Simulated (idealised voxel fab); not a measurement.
You're looking at the process module voxel transistor to metal.
The width of the displayed cross-section, cut, is 215 nm; its cells are square, with a size of 5 nm.
In this document a cross-section is written as a grid of square cells. It is given as a series of bands, listed from the top down, and a band is one or more rows of cells. Heads up on the band format: heights come first, top then bottom, in nm. After that it's the materials left to right, each with its width in nm. A single material flagged "throughout" fills the whole band edge to edge, and "empty" means there's empty space there. Height 0 is the level under which the wafer as received is all one material. The lowest band goes on downwards, as in "z 0 and below". It should be noted that a width expressed as "30 to 40" varies in equal increments from row to row of cells within the band, taking the value of the first number at the top row and that of the second number at the bottom row. What does "nothing different" mean for a step? It means no cell of the cross-section changed in that step. Closed void list: empty space of 8 cells or more with no open way to the top, each as width x height at its distance from the left edge, in nm. Anything after a step's settings on that line? It's the simulator's own note about the step. You can add "overlay nm" to a step's line. For a step with a mask, it describes how far the mask lay to the right of its planned position, and a negative number describes a lay to the left.
# The planned process steps are enumerated hereunder
1,RECEIVE: material Si
2,OXIDIZE: depth nm 5
3,CONFORMAL_DEP: material SiN, thk nm 15
4,PATTERN: tone cover, mask id ACTIVE, material resist, width nm 100, thk nm 20, overlay nm 0
5,DIRECTIONAL_ETCH: etch materials SiN, depth nm 15
6,DIRECTIONAL_ETCH: etch materials SiO2, depth nm 5
7,DIRECTIONAL_ETCH: etch materials Si, depth nm 20
8,STRIP: etch materials resist
9,FILL_DEP: material SiO2, thk nm 15
10,CMP: height nm 15
11,SELECTIVE_ETCH: etch materials SiO2, depth nm 10
12,STRIP: etch materials SiN
13,SELECTIVE_ETCH: etch materials SiO2, depth nm 5
14,OXIDIZE: depth nm 5
15,DIRECTIONAL_DEP: material polySi, thk nm 20
16,DIRECTIONAL_DEP: material SiCN, thk nm 10
17,PATTERN: tone cover, mask id GATE, material resist, width nm 20, thk nm 15, overlay nm 0
18,DIRECTIONAL_ETCH: etch materials SiCN, depth nm 20
19,DIRECTIONAL_ETCH: etch materials polySi, depth nm 30
20,STRIP: etch materials resist
21,CONFORMAL_DEP: material SiN, thk nm 5
22,DIRECTIONAL_ETCH: etch materials SiN, depth nm 5
23,DIRECTIONAL_ETCH: etch materials SiO2, depth nm 5
24,DIRECTIONAL_ETCH: etch materials Si, depth nm 5
25,EPI: material SiGe, thk nm 5
26,FILL_DEP: material SiO2, thk nm 10
27,CMP: height nm 25
28,DIRECTIONAL_DEP: material SiO2, thk nm 15
29,PATTERN: tone open, mask id CONTACT, material resist, width nm 30, pitch nm 60, thk nm 20, overlay nm 0
30,DIRECTIONAL_ETCH: etch materials SiO2, depth nm 50
31,STRIP: etch materials resist
32,CONFORMAL_DEP: material TiN, thk nm 5
33,FILL_DEP: material W, thk nm 5
34,CMP: height nm 40
35,DIRECTIONAL_DEP: material TiN, thk nm 5
36,DIRECTIONAL_DEP: material Ru, thk nm 20
37,PATTERN: tone cover, mask id METAL_1, material resist, width nm 15, pitch nm 75, thk nm 15, overlay nm 0
38,DIRECTIONAL_ETCH: etch materials Ru, depth nm 20
39,DIRECTIONAL_ETCH: etch materials TiN, depth nm 5
40,STRIP: etch materials resist
41,FILL_DEP: material lowk, thk nm 10
42,CMP: height nm 65
43,CONFORMAL_DEP: material SiN, thk nm 5
# Shown in cross-section is the wafer as received, that is, as it stands after step 1
	z 0 and below  Si throughout
	Closed void list: none
# Post-module cross-section of the first of two wafers (run per plan)
	z 70 to 65  SiN throughout
	z 65 to 45  lowk 60 nm; Ru 15 nm; lowk 60 nm; Ru 15 nm; lowk 65 nm
	z 45 to 40  lowk 60 nm; TiN 15 nm; lowk 60 nm; TiN 15 nm; lowk 65 nm
	z 40 to 25  SiO2 60 nm; TiN 5 nm; W 20 nm; TiN 5 nm; SiO2 30 nm; TiN 5 nm; W 20 nm; TiN 5 nm; SiO2 65 nm
	z 25 to 15  SiO2 60 nm; TiN 5 nm; W 20 nm; TiN 5 nm; SiN 5 nm; SiCN 20 nm; SiN 5 nm; TiN 5 nm; W 20 nm; TiN 5 nm; SiO2 65 nm
	z 15 to 0  SiO2 60 nm; TiN 5 nm; W 20 nm; TiN 5 nm; SiN 5 nm; polySi 20 nm; SiN 5 nm; TiN 5 nm; W 20 nm; TiN 5 nm; SiO2 65 nm
	z 0 to -5  SiO2 50 nm; SiN 5 nm; SiO2 5 nm; TiN 5 nm; W 15 nm; TiN 10 nm; SiN 5 nm; polySi 20 nm; SiN 5 nm; TiN 10 nm; W 15 nm; TiN 5 nm; SiO2 5 nm; SiN 5 nm; SiO2 55 nm
	z -5 to -10  SiO2 60 nm; TiN 25 nm; SiGe 5 nm; SiO2 30 nm; SiGe 5 nm; TiN 25 nm; SiO2 65 nm
	z -10 to -15  SiO2 55 nm; SiGe 35 nm; Si 30 nm; SiGe 35 nm; SiO2 60 nm
	z -15 to -25  SiO2 55 nm; Si 100 nm; SiO2 60 nm
	z -25 and below  Si throughout
	Closed void list: none
# Second wafer of the two, sectioned at the end of the module. It began like the first and followed the same plan, but one mistake was made while running it
	z 70 to 65  SiN throughout
	z 65 to 45  lowk 60 nm; Ru 15 nm; lowk 60 nm; Ru 15 nm; lowk 65 nm
	z 45 to 40  lowk 60 nm; TiN 15 nm; lowk 60 nm; TiN 15 nm; lowk 65 nm
	z 40 to 25  SiO2 60 nm; TiN 5 nm; W 20 nm; TiN 5 nm; SiO2 30 nm; TiN 5 nm; W 20 nm; TiN 5 nm; SiO2 65 nm
	z 25 to 15  SiO2 60 nm; TiN 5 nm; W 20 nm; TiN 5 nm; SiN 5 nm; SiCN 20 nm; SiN 5 nm; TiN 5 nm; W 20 nm; TiN 5 nm; SiO2 65 nm
	z 15 to 0  SiO2 60 nm; TiN 5 nm; W 20 nm; TiN 5 nm; SiN 5 nm; polySi 20 nm; SiN 5 nm; TiN 5 nm; W 20 nm; TiN 5 nm; SiO2 65 nm
	z 0 to -5  SiO2 40 nm; SiN 5 nm; SiO2 15 nm; TiN 5 nm; W 15 nm; TiN 10 nm; SiN 5 nm; polySi 20 nm; SiN 5 nm; TiN 10 nm; W 15 nm; TiN 5 nm; SiO2 15 nm; SiN 5 nm; SiO2 45 nm
	z -5 to -10  SiO2 40 nm; SiN 5 nm; SiO2 5 nm; SiN 5 nm; SiO2 5 nm; TiN 25 nm; SiGe 5 nm; SiO2 30 nm; SiGe 5 nm; TiN 25 nm; SiO2 5 nm; SiN 5 nm; SiO2 5 nm; SiN 5 nm; SiO2 45 nm
	z -10 to -15  SiO2 40 nm; SiN 5 nm; SiO2 5 nm; SiN 5 nm; SiO2 5 nm; SiGe 30 nm; Si 30 nm; SiGe 30 nm; SiO2 5 nm; SiN 5 nm; SiO2 5 nm; SiN 5 nm; SiO2 45 nm
	z -15 to -25  SiO2 60 to 55 nm; Si 90 to 100 nm; SiO2 65 to 60 nm
	z -25 and below  Si throughout
	Closed void list: none
The mistake made against the process plan was this: the intended sequence of steps 11 and 12 was reversed during processing, with each occupying the position of the other
Final cells, second wafer relative to first, materials higher or lower: -2 Si, -2 SiGe, +8 SiN, -4 SiO2
